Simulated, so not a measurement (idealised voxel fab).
Name of the process module below: voxel lift off
The figure presents cross-section cut, which has a width of 170 nm and is divided into square cells with an edge length of 5 nm.
Cross-section format: a grid of square cells, given as bands from top to bottom; each band is one or more rows of cells. The entry gives the band's vertical extent as a top height and a bottom height in nm, then its horizontal make-up as materials from left to right, each with a width in nm. "air" stands for empty space; a single material marked "full width" fills the band edge to edge. Convention: height 0 is the level below which the wafer, as received, is all one material. The lowest band does not terminate at the bottom but continues downward, represented as "0 -> down". The notation "30 to 40" denotes a width that varies across the rows of cells in the band, beginning at the first number in the top row, finishing at the second number in the bottom row, and changing by an identical amount from each row to the next. No cell of the cross-section changed in a step that is given as "all unchanged". closed voids: empty space of 8 cells or more with no open way to the top, each as width x height at its distance from the left edge, in nm. Past the settings on a step's line: simulator remark, on that step. "overlay nm" answers the question of how far to the right of plan the mask lay on a step that has a mask, and when it is negative the answer is to the left.

THE PROCESS STEPS THAT WERE PLANNED ARE LISTED BELOW
1: RECEIVE, material Si
2: CONFORMAL_DEP, material Al2O3, thk nm 15
3: PATTERN, tone open, mask id LINES, material resist, width nm 25, pitch nm 50, thk nm 30, overlay nm 0
4: DIRECTIONAL_DEP, material Ru, thk nm 15
5: STRIP, etch materials resist
6: CONFORMAL_DEP, material SiN, thk nm 5

FIRST OF TWO WAFERS: RUN AS PLANNED

RECEIVED-STATE CROSS-SECTION, REFLECTING COMPLETION OF STEP 1
- 0 -> down: Si full width
- closed voids: none

THE WAFER, SEEN IN CROSS-SECTION, AFTER STEP 2
- 15 -> 0: Al2O3 full width
- Heights below 0 show no change.

THE WAFER, SEEN IN CROSS-SECTION, AFTER STEP 3
- 45 -> 15: 45 nm resist / 25 nm air / 25 nm resist / 25 nm air / 50 nm resist
- Heights below 15 show no change.

THE WAFER, SEEN IN CROSS-SECTION, AFTER STEP 4
- 60 -> 45: 45 nm Ru / 25 nm air / 25 nm Ru / 25 nm air / 50 nm Ru
- 45 -> 30: 45 nm resist / 25 nm air / 25 nm resist / 25 nm air / 50 nm resist
- 30 -> 15: 45 nm resist / 25 nm Ru / 25 nm resist / 25 nm Ru / 50 nm resist
- Heights below 15 show no change.

THE WAFER, SEEN IN CROSS-SECTION, AFTER STEP 5
- 30 -> 15: 45 nm air / 25 nm Ru / 25 nm air / 25 nm Ru / 50 nm air
- Heights below 15 show no change.

THE WAFER, SEEN IN CROSS-SECTION, AFTER STEP 6
- 35 -> 30: 40 nm air / 35 nm SiN / 15 nm air / 35 nm SiN / 45 nm air
- 30 -> 20: 40 nm air / 5 nm SiN / 25 nm Ru / 5 nm SiN / 15 nm air / 5 nm SiN / 25 nm Ru / 5 nm SiN / 45 nm air
- 20 -> 15: 45 nm SiN / 25 nm Ru / 25 nm SiN / 25 nm Ru / 50 nm SiN
- Heights below 15 show no change.

COMPANION WAFER, THE SECOND OF TWO: SAME BEGINNING, SAME INTENDED SEQUENCE, ONE MISTAKE IN CARRYING IT OUT; THROUGH STEP 3 INCLUSIVE IT TRACKS THE FIRST EXACTLY

CROSS-SECTION, SECOND WAFER, AT THE END TIME THE PLAN GIVES FOR STEP 4
- 70 -> 45: 45 nm Ru / 25 nm air / 25 nm Ru / 25 nm air / 50 nm Ru
- 45 -> 40: 45 nm resist / 25 nm air / 25 nm resist / 25 nm air / 50 nm resist
- 40 -> 15: 45 nm resist / 25 nm Ru / 25 nm resist / 25 nm Ru / 50 nm resist
- Heights below 15 show no change.

CROSS-SECTION, SECOND WAFER, AT THE END TIME THE PLAN GIVES FOR STEP 5
- 40 -> 15: 45 nm air / 25 nm Ru / 25 nm air / 25 nm Ru / 50 nm air
- Heights below 15 show no change.

CROSS-SECTION, SECOND WAFER, AT THE END TIME THE PLAN GIVES FOR STEP 6
- 45 -> 40: 40 nm air / 35 nm SiN / 15 nm air / 35 nm SiN / 45 nm air
- 40 -> 20: 40 nm air / 5 nm SiN / 25 nm Ru / 5 nm SiN / 15 nm air / 5 nm SiN / 25 nm Ru / 5 nm SiN / 45 nm air
- 20 -> 15: 45 nm SiN / 25 nm Ru / 25 nm SiN / 25 nm Ru / 50 nm SiN
- Heights below 15 show no change.
Finding, execution versus plan: step 4 was not run as planned; what actually ran was DIRECTIONAL_DEP, material Ru, thk nm 25
End check, counted in cells, second wafer has more or fewer of these materials than the first: +20 Ru | +8 SiN
